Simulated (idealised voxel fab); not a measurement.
process module | voxel ribs on slabs
Shown is cross-section cut, with a width of 175 nm and square cells of size 5 nm.
When this document writes out a cross-section, it uses a grid of square cells and lists it as bands, beginning at the top and moving down, with a band standing for one or more rows of cells.
Look at the band entry: it leads with the top's height and the bottom's height in nm. Then it lists the materials left to right, with a width in nm for each. The word "all across" on a single material says that material fills the band edge to edge. The word "empty" is empty space.
A quick word on heights: they are counted from 0, and under that level the wafer as it came to us is one material throughout. The lowest band is different from the rest in having no bottom; it simply continues downward, written as in "from 0 down".
A width such as "30 to 40" changes by the same amount from each row of cells to the next, from the band's top row to its bottom row.
Step marked "nothing got changed"? Then no cell in the cross-section changed in it.
"Sealed void list" specifies each empty space that is not open to the top and that occupies no fewer than 8 cells, using the form width x height at distance, the distance measured from the left edge and all three quantities in nm.
That trailing text on a step's line, after the settings, is the simulator's own remark on the step.
When a step includes a mask, the "overlay nm" setting on its line states how far to the right of its planned place that mask lay, and negative values state how far to the left.
[This section lists the process steps that were planned]
step 1: RECEIVE with material Si
step 2: DIRECTIONAL_DEP with material SiO2, thk nm 20
step 3: DIRECTIONAL_DEP with material polySi, thk nm 15
step 4: PATTERN with tone cover, mask id RIB, material resist, width nm 30, thk nm 20, overlay nm 0
step 5: DIRECTIONAL_ETCH with etch materials polySi, depth nm 5
step 6: STRIP with etch materials resist
step 7: PATTERN with tone cover, mask id SLAB, material resist, width nm 90, thk nm 20, overlay nm 0
step 8: DIRECTIONAL_ETCH with etch materials polySi, depth nm 10
step 9: STRIP with etch materials resist
step 10: FILL_DEP with material SiO2, thk nm 30
step 11: CMP with height nm 55
step 12: DIRECTIONAL_DEP with material TiN, thk nm 10
step 13: PATTERN with tone cover, mask id HEATER, material resist, width nm 40, thk nm 20, overlay nm 0
step 14: DIRECTIONAL_ETCH with etch materials TiN, depth nm 10
step 15: STRIP with etch materials resist
step 16: CONFORMAL_DEP with material SiO2, thk nm 10
[Concerning the first of two wafers, which was run in accordance with the plan]
[Wafer cross-section on receipt, i.e. after step 1]
- from 0 down | Si all across
- Sealed void list: none
[Once step 2 is through, the wafer looks like this in cross-section]
- from 20 to 0 | SiO2 all across
- Anything lower than 0 is untouched.
[Once step 3 is through, the wafer looks like this in cross-section]
- from 35 to 20 | polySi all across
- Anything lower than 20 is untouched.
[Once step 4 is through, the wafer looks like this in cross-section]
- from 55 to 35 | empty: 70; resist: 30; empty: 75
- Anything lower than 35 is untouched.
[Once step 5 is through, the wafer looks like this in cross-section]
- from 55 to 35 | empty: 70; resist: 30; empty: 75
- from 35 to 30 | empty: 70; polySi: 30; empty: 75
- Anything lower than 30 is untouched.
[Once step 6 is through, the wafer looks like this in cross-section]
- from 35 to 30 | empty: 70; polySi: 30; empty: 75
- Anything lower than 30 is untouched.
[Once step 7 is through, the wafer looks like this in cross-section]
- from 55 to 35 | empty: 40; resist: 90; empty: 45
- from 35 to 30 | empty: 40; resist: 30; polySi: 30; resist: 30; empty: 45
- Anything lower than 30 is untouched.
[Once step 8 is through, the wafer looks like this in cross-section]
- from 55 to 35 | empty: 40; resist: 90; empty: 45
- from 35 to 30 | empty: 40; resist: 30; polySi: 30; resist: 30; empty: 45
- from 30 to 20 | empty: 40; polySi: 90; empty: 45
- Anything lower than 20 is untouched.
[Once step 9 is through, the wafer looks like this in cross-section]
- from 35 to 30 | empty: 70; polySi: 30; empty: 75
- Anything lower than 30 is untouched.
[Once step 10 is through, the wafer looks like this in cross-section]
- from 65 to 35 | SiO2 all across
- from 35 to 30 | SiO2: 70; polySi: 30; SiO2: 75
- from 30 to 20 | SiO2: 40; polySi: 90; SiO2: 45
- Anything lower than 20 is untouched.
[Once step 11 is through, the wafer looks like this in cross-section]
- from 55 to 35 | SiO2 all across
- Anything lower than 35 is untouched.
[Once step 12 is through, the wafer looks like this in cross-section]
- from 65 to 55 | TiN all across
- Anything lower than 55 is untouched.
[Once step 13 is through, the wafer looks like this in cross-section]
- from 85 to 65 | empty: 65; resist: 40; empty: 70
- Anything lower than 65 is untouched.
[Once step 14 is through, the wafer looks like this in cross-section]
- from 85 to 65 | empty: 65; resist: 40; empty: 70
- from 65 to 55 | empty: 65; TiN: 40; empty: 70
- Anything lower than 55 is untouched.
[Once step 15 is through, the wafer looks like this in cross-section]
- from 65 to 55 | empty: 65; TiN: 40; empty: 70
- Anything lower than 55 is untouched.
[Once step 16 is through, the wafer looks like this in cross-section]
- from 75 to 65 | empty: 55; SiO2: 60; empty: 60
- from 65 to 55 | SiO2: 65; TiN: 40; SiO2: 70
- Anything lower than 55 is untouched.
[Now the other wafer: same start, same recipe, but we messed up one thing when running it. Up to and including step 2 it's the same as the first one]
[The second wafer cut through, at the time step 3 was supposed to be finished]
- from 35 to 0 | SiO2 all across
- Anything lower than 0 is untouched.
[The second wafer cut through, at the time step 4 was supposed to be finished]
- from 55 to 35 | empty: 70; resist: 30; empty: 75
- Anything lower than 35 is untouched.
The second wafer cut through, at the time step 5 was supposed to be finished: nothing got changed
[The second wafer cut through, at the time step 6 was supposed to be finished]
- from 35 to 0 | SiO2 all across
- Anything lower than 0 is untouched.
[The second wafer cut through, at the time step 7 was supposed to be finished]
- from 55 to 35 | empty: 40; resist: 90; empty: 45
- Anything lower than 35 is untouched.
The second wafer cut through, at the time step 8 was supposed to be finished: nothing got changed
[The second wafer cut through, at the time step 9 was supposed to be finished]
- from 35 to 0 | SiO2 all across
- Anything lower than 0 is untouched.
[The second wafer cut through, at the time step 10 was supposed to be finished]
- from 65 to 0 | SiO2 all across
- Anything lower than 0 is untouched.
[The second wafer cut through, at the time step 11 was supposed to be finished]
- from 55 to 0 | SiO2 all across
- Anything lower than 0 is untouched.
[The second wafer cut through, at the time step 12 was supposed to be finished]
- from 65 to 55 | TiN all across
- Anything lower than 55 is untouched.
[The second wafer cut through, at the time step 13 was supposed to be finished]
- from 85 to 65 | empty: 65; resist: 40; empty: 70
- Anything lower than 65 is untouched.
[The second wafer cut through, at the time step 14 was supposed to be finished]
- from 85 to 65 | empty: 65; resist: 40; empty: 70
- from 65 to 55 | empty: 65; TiN: 40; empty: 70
- Anything lower than 55 is untouched.
[The second wafer cut through, at the time step 15 was supposed to be finished]
- from 65 to 55 | empty: 65; TiN: 40; empty: 70
- Anything lower than 55 is untouched.
[The second wafer cut through, at the time step 16 was supposed to be finished]
- from 75 to 65 | empty: 55; SiO2: 60; empty: 60
- from 65 to 55 | SiO2: 65; TiN: 40; SiO2: 70
- Anything lower than 55 is untouched.
Want to know what went wrong? step 3 did not happen as planned, as run it was DIRECTIONAL_DEP with material SiO2, thk nm 15
Final tally in cells, some materials are higher or lower on the second wafer than on the first: +42 SiO2; -42 polySi
